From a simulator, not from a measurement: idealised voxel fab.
process module | voxel spacer lines
cross-section cut | 200 nm wide | cells 5 nm
A cross-section is a grid of square cells, given in bands from the top down. A band is one or more rows of cells.
Each band's line starts with the height of the band's top and of its bottom, in nm. Then come its materials from left to right, each with its width in nm. One material with "throughout" fills the band from edge to edge. "air" is empty space.
Height 0 is the level under which the wafer as received is all one material. The lowest band goes on downwards, as in "0 down".
A width such as "30 to 40" changes by the same amount from each row of cells to the next, from the band's top row to its bottom row.
"no change" after a step means that no cell of the cross-section changed.
closed voids: empty space of 8 cells or more with no open way to the top, each as width x height at its distance from the left edge, in nm
after a step's settings: what the simulator itself notes on the step
overlay nm, on a step with a mask: how far to the right of its planned place the mask lay; to the left if negative
plan
1 op RECEIVE | material Si
2 op CONFORMAL_DEP | material Al2O3 | thk nm 5
3 op DIRECTIONAL_DEP | material W | thk nm 15
4 op DIRECTIONAL_DEP | material polySi | thk nm 25
5 op PATTERN | tone cover | mask id MANDREL | material resist | width nm 20 | pitch nm 70 | thk nm 35 | overlay nm 0
6 op DIRECTIONAL_ETCH | etch materials polySi | depth nm 25
7 op STRIP | etch materials resist
8 op CONFORMAL_DEP | material SiN | thk nm 15
9 op DIRECTIONAL_ETCH | etch materials SiN | depth nm 15
10 op STRIP | etch materials polySi
11 op DIRECTIONAL_ETCH | etch materials W | depth nm 15
12 op STRIP | etch materials SiN
13 op FILL_DEP | material lowk | thk nm 5
14 op CMP | height nm 20
first wafer, as planned
as received, after step 1
  0 down: Si throughout
  closed voids: none
after step 2
  5 to 0: Al2O3 throughout
  below 0: unchanged
after step 3
  20 to 5: W throughout
  below 5: unchanged
after step 4
  45 to 20: polySi throughout
  below 20: unchanged
after step 5
  80 to 45: air 55 | resist 20 | air 50 | resist 20 | air 55
  below 45: unchanged
after step 6
  80 to 45: air 55 | resist 20 | air 50 | resist 20 | air 55
  45 to 20: air 55 | polySi 20 | air 50 | polySi 20 | air 55
  below 20: unchanged
after step 7
  45 to 20: air 55 | polySi 20 | air 50 | polySi 20 | air 55
  below 20: unchanged
after step 8
  60 to 45: air 40 | SiN 50 | air 20 | SiN 50 | air 40
  45 to 35: air 40 | SiN 15 | polySi 20 | SiN 15 | air 20 | SiN 15 | polySi 20 | SiN 15 | air 40
  35 to 20: SiN 55 | polySi 20 | SiN 50 | polySi 20 | SiN 55
  below 20: unchanged
after step 9
  45 to 20: air 40 | SiN 15 | polySi 20 | SiN 15 | air 20 | SiN 15 | polySi 20 | SiN 15 | air 40
  below 20: unchanged
after step 10
  45 to 20: air 40 | SiN 15 | air 20 | SiN 15 | air 20 | SiN 15 | air 20 | SiN 15 | air 40
  below 20: unchanged
after step 11
  45 to 20: air 40 | SiN 15 | air 20 | SiN 15 | air 20 | SiN 15 | air 20 | SiN 15 | air 40
  20 to 5: air 40 | W 15 | air 20 | W 15 | air 20 | W 15 | air 20 | W 15 | air 40
  below 5: unchanged
after step 12
  20 to 5: air 40 | W 15 | air 20 | W 15 | air 20 | W 15 | air 20 | W 15 | air 40
  below 5: unchanged
after step 13
  25 to 20: lowk throughout
  20 to 5: lowk 40 | W 15 | lowk 20 | W 15 | lowk 20 | W 15 | lowk 20 | W 15 | lowk 40
  below 5: unchanged
after step 14
  20 to 5: lowk 40 | W 15 | lowk 20 | W 15 | lowk 20 | W 15 | lowk 20 | W 15 | lowk 40
  below 5: unchanged
second wafer: like start, like plan, one mistake. Through step 2 it matches the first wafer
when step 3 should have ended
  15 to 5: W throughout
  below 5: unchanged
when step 4 should have ended
  40 to 15: polySi throughout
  below 15: unchanged
when step 5 should have ended
  75 to 40: air 55 | resist 20 | air 50 | resist 20 | air 55
  below 40: unchanged
when step 6 should have ended
  75 to 40: air 55 | resist 20 | air 50 | resist 20 | air 55
  40 to 15: air 55 | polySi 20 | air 50 | polySi 20 | air 55
  below 15: unchanged
when step 7 should have ended
  40 to 15: air 55 | polySi 20 | air 50 | polySi 20 | air 55
  below 15: unchanged
when step 8 should have ended
  55 to 40: air 40 | SiN 50 | air 20 | SiN 50 | air 40
  40 to 30: air 40 | SiN 15 | polySi 20 | SiN 15 | air 20 | SiN 15 | polySi 20 | SiN 15 | air 40
  30 to 15: SiN 55 | polySi 20 | SiN 50 | polySi 20 | SiN 55
  below 15: unchanged
when step 9 should have ended
  40 to 15: air 40 | SiN 15 | polySi 20 | SiN 15 | air 20 | SiN 15 | polySi 20 | SiN 15 | air 40
  below 15: unchanged
when step 10 should have ended
  40 to 15: air 40 | SiN 15 | air 20 | SiN 15 | air 20 | SiN 15 | air 20 | SiN 15 | air 40
  below 15: unchanged
when step 11 should have ended
  40 to 15: air 40 | SiN 15 | air 20 | SiN 15 | air 20 | SiN 15 | air 20 | SiN 15 | air 40
  15 to 5: air 40 | W 15 | air 20 | W 15 | air 20 | W 15 | air 20 | W 15 | air 40
  below 5: unchanged
when step 12 should have ended
  15 to 5: air 40 | W 15 | air 20 | W 15 | air 20 | W 15 | air 20 | W 15 | air 40
  below 5: unchanged
when step 13 should have ended
  20 to 15: lowk throughout
  15 to 5: lowk 40 | W 15 | lowk 20 | W 15 | lowk 20 | W 15 | lowk 20 | W 15 | lowk 40
  below 5: unchanged
when step 14 should have ended: no change
what went wrong: step 3 ran as: op DIRECTIONAL_DEP | material W | thk nm 10
at the end the second wafer has, in cells: 12 fewer of W | 12 more of lowk
